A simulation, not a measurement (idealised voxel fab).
Title: Process Module voxel self aligned vias
This is section cut - it's 225 nm across, gridded in 5 nm square cells.
Bands, listed from the top down, are how a cross-section gets written in this document; the cross-section itself is a grid of square cells, and a band is one or more rows of them.
Heights first: top, then bottom, in nm. Then materials, left to right, each with a width in nm. "throughout" on a single material: fills the band edge to edge. "empty": empty space.
Zero point of the height axis is 0; under it, received wafer = one material. Lowest band: continues down indefinitely, "0 and below".
Graded width ("30 to 40"): value in top row of band = first number; value in bottom row = second number; row-to-row change constant.
Take "same as before" at face value: in the step it is given for, the cross-section changed in none of its cells.
"Sealed cavities" specifies each empty space that is not open to the top and that occupies no fewer than 8 cells, using the form width x height at distance, the distance measured from the left edge and all three quantities in nm.
Formally, on a step line, whatever follows the settings is a remark that the simulator itself makes on the step.
When a step includes a mask, the "overlay nm" setting on its line states how far to the right of its planned place that mask lay, and negative values state how far to the left.
# Steps planned for the process
1) RECEIVE (material Si)
2) CONFORMAL_DEP (material SiO2; thk nm 10)
3) CONFORMAL_DEP (material SiCN; thk nm 5)
4) DIRECTIONAL_DEP (material lowk; thk nm 20)
5) MASKED_ETCH (tone open; mask id LINES; width nm 30; pitch nm 55; etch materials lowk; depth nm 20; overlay nm 0)
6) CONFORMAL_DEP (material TiN; thk nm 5)
7) FILL_DEP (material Ru; thk nm 10)
8) CMP (height nm 35)
9) SELECTIVE_ETCH (etch materials W Ru TiN; depth nm 5)
10) FILL_DEP (material SiN; thk nm 5)
11) CMP (height nm 35)
12) DIRECTIONAL_DEP (material lowk; thk nm 15)
13) DIRECTIONAL_DEP (material aC; thk nm 5)
14) PATTERN (tone open; mask id VIAS; material resist; width nm 40; pitch nm 55; thk nm 30; overlay nm 0)
15) DIRECTIONAL_ETCH (etch materials aC; depth nm 10)
16) STRIP (etch materials resist)
17) DIRECTIONAL_ETCH (etch materials lowk; depth nm 15)
18) DIRECTIONAL_ETCH (etch materials SiN; depth nm 5)
19) STRIP (etch materials aC)
20) CONFORMAL_DEP (material TiN; thk nm 5)
21) FILL_DEP (material Ru; thk nm 10)
22) CMP (height nm 50)
23) CONFORMAL_DEP (material SiN; thk nm 5)
The plan's step 13 thk nm is the first wafer's value; the wafers differ in this setting and start identical.
# The as-received cross-section of the first of several wafers corresponds to the state after step 1
0 and below = Si throughout
Sealed cavities: none
# Below: a row per wafer. Contents at end of module: for every material, cells gained since receipt (+) or lost since receipt (-); then closed voids
thk nm 5, +72 Ru, +45 SiCN, +45 SiN, +90 SiO2, +72 TiN, +171 lowk, Sealed cavities: none
thk nm 10, +72 Ru, +45 SiCN, +45 SiN, +90 SiO2, +72 TiN, +171 lowk, Sealed cavities: none
thk nm 15, +24 Ru, +45 SiCN, +63 SiN, +90 SiO2, +30 TiN, +243 lowk, Sealed cavities: none
thk nm 20, +24 Ru, +45 SiCN, +63 SiN, +90 SiO2, +30 TiN, +243 lowk, Sealed cavities: none
thk nm 25, +24 Ru, +45 SiCN, +63 SiN, +90 SiO2, +30 TiN, +243 lowk, Sealed cavities: none
